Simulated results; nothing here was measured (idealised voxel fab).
Process module name: voxel self aligned vias
Cross-sectional view cut (width: 255 nm; square cell size: 5 nm).
Bands, listed from the top down, are how a cross-section gets written in this document; the cross-section itself is a grid of square cells, and a band is one or more rows of them. In this notation a band is specified by the heights of its top and bottom, in that order and in nm, after which its materials appear from left to right, each paired with its width in nm. The word "full width" attached to a single material means that material fills the band from edge to edge; the word "empty" stands for empty space. Below 0: as-received wafer, all one material; heights counted from there. Lowest band: no bottom, goes on down, written "top 0, no bottom". Think of "30..40" as a width that walks from the first number to the second as you go down the band, top row to bottom row, taking equal-sized steps from row to row. "identical to before" for a step: no cell of the cross-section changed in that step. Basically, "Closed void inventory" tells you about the enclosed voids: empty spaces with no open way to the top, 8 cells or bigger, each written width x height at distance, where distance is from the left edge, all in nm. Text after the settings on a step's line: the simulator's own remark on that step. For masked steps, "overlay nm" on the step line gives how far right of plan the mask actually lay; a minus sign means it lay to the left.
Listed below are the process steps as planned
1 RECEIVE,material Si
2 CONFORMAL_DEP,material SiO2,thk nm 15
3 CONFORMAL_DEP,material SiCN,thk nm 5
4 DIRECTIONAL_DEP,material SiO2,thk nm 20
5 PATTERN,tone open,mask id LINES,material resist,width nm 30,pitch nm 80,thk nm 20,overlay nm 0
6 DIRECTIONAL_ETCH,etch materials SiO2,depth nm 20
7 STRIP,etch materials resist
8 CONFORMAL_DEP,material TiN,thk nm 5
9 FILL_DEP,material W,thk nm 10
10 CMP,height nm 40
11 SELECTIVE_ETCH,etch materials W Ru TiN,depth nm 5
12 FILL_DEP,material SiN,thk nm 10
13 CMP,height nm 40
14 DIRECTIONAL_DEP,material SiO2,thk nm 20
15 DIRECTIONAL_DEP,material aC,thk nm 15
16 PATTERN,tone open,mask id VIAS,material resist,width nm 50,thk nm 30,overlay nm 0
17 DIRECTIONAL_ETCH,etch materials aC,depth nm 15
18 STRIP,etch materials resist
19 DIRECTIONAL_ETCH,etch materials SiO2,depth nm 20
20 DIRECTIONAL_ETCH,etch materials SiN,depth nm 5
21 STRIP,etch materials aC
22 CONFORMAL_DEP,material TiN,thk nm 5
23 FILL_DEP,material Cu,thk nm 5
24 CMP,height nm 60
25 CONFORMAL_DEP,material SiN,thk nm 5
As received, after step 1
    top 0, no bottom | Si full width
    Closed void inventory: none
Run as planned - first of the two wafers cross-sectioned at the end of the module
    top 65, bottom 60 | SiN full width
    top 60, bottom 45 | SiO2: 60, TiN: 5, Cu: 40, TiN: 5, SiO2: 145
    top 45, bottom 40 | SiO2: 60, TiN: 15, Cu: 20, TiN: 15, SiO2: 145
    top 40, bottom 35 | SiO2: 70, TiN: 30, SiO2: 50, SiN: 30, SiO2: 75
    top 35, bottom 25 | SiO2: 70, TiN: 5, W: 20, TiN: 5, SiO2: 50, TiN: 5, W: 20, TiN: 5, SiO2: 75
    top 25, bottom 20 | SiO2: 70, TiN: 30, SiO2: 50, TiN: 30, SiO2: 75
    top 20, bottom 15 | SiCN full width
    top 15, bottom 0 | SiO2 full width
    top 0, no bottom | Si full width
    Closed void inventory: none
End-of-module cross-section of the second wafer: identical starting point and process plan to the first, with one processing mistake
    top 65, bottom 60 | SiN full width
    top 60, bottom 40 | SiO2: 60, TiN: 5, Cu: 40, TiN: 5, SiO2: 145
    top 40, bottom 35 | SiN: 60, TiN: 50, SiN: 145
    top 35, bottom 30 | SiO2: 70, SiN: 30, SiO2: 50, SiN: 30, SiO2: 75
    top 30, bottom 25 | SiO2: 70, TiN: 5, W: 20, TiN: 5, SiO2: 50, TiN: 5, W: 20, TiN: 5, SiO2: 75
    top 25, bottom 20 | SiO2: 70, TiN: 30, SiO2: 50, TiN: 30, SiO2: 75
    top 20, bottom 15 | SiCN full width
    top 15, bottom 0 | SiO2 full width
    top 0, no bottom | Si full width
    Closed void inventory: none
It is concluded that the wafer was processed incorrectly with respect to the plan, in that for step 10, the planned setting was not used; the step was instead run as CMP,height nm 35
Wafer comparison, final, in cells, second relative to first, materials more or fewer: 4 more of Cu | 47 more of SiN | 39 fewer of SiO2 | 4 fewer of TiN | 8 fewer of W
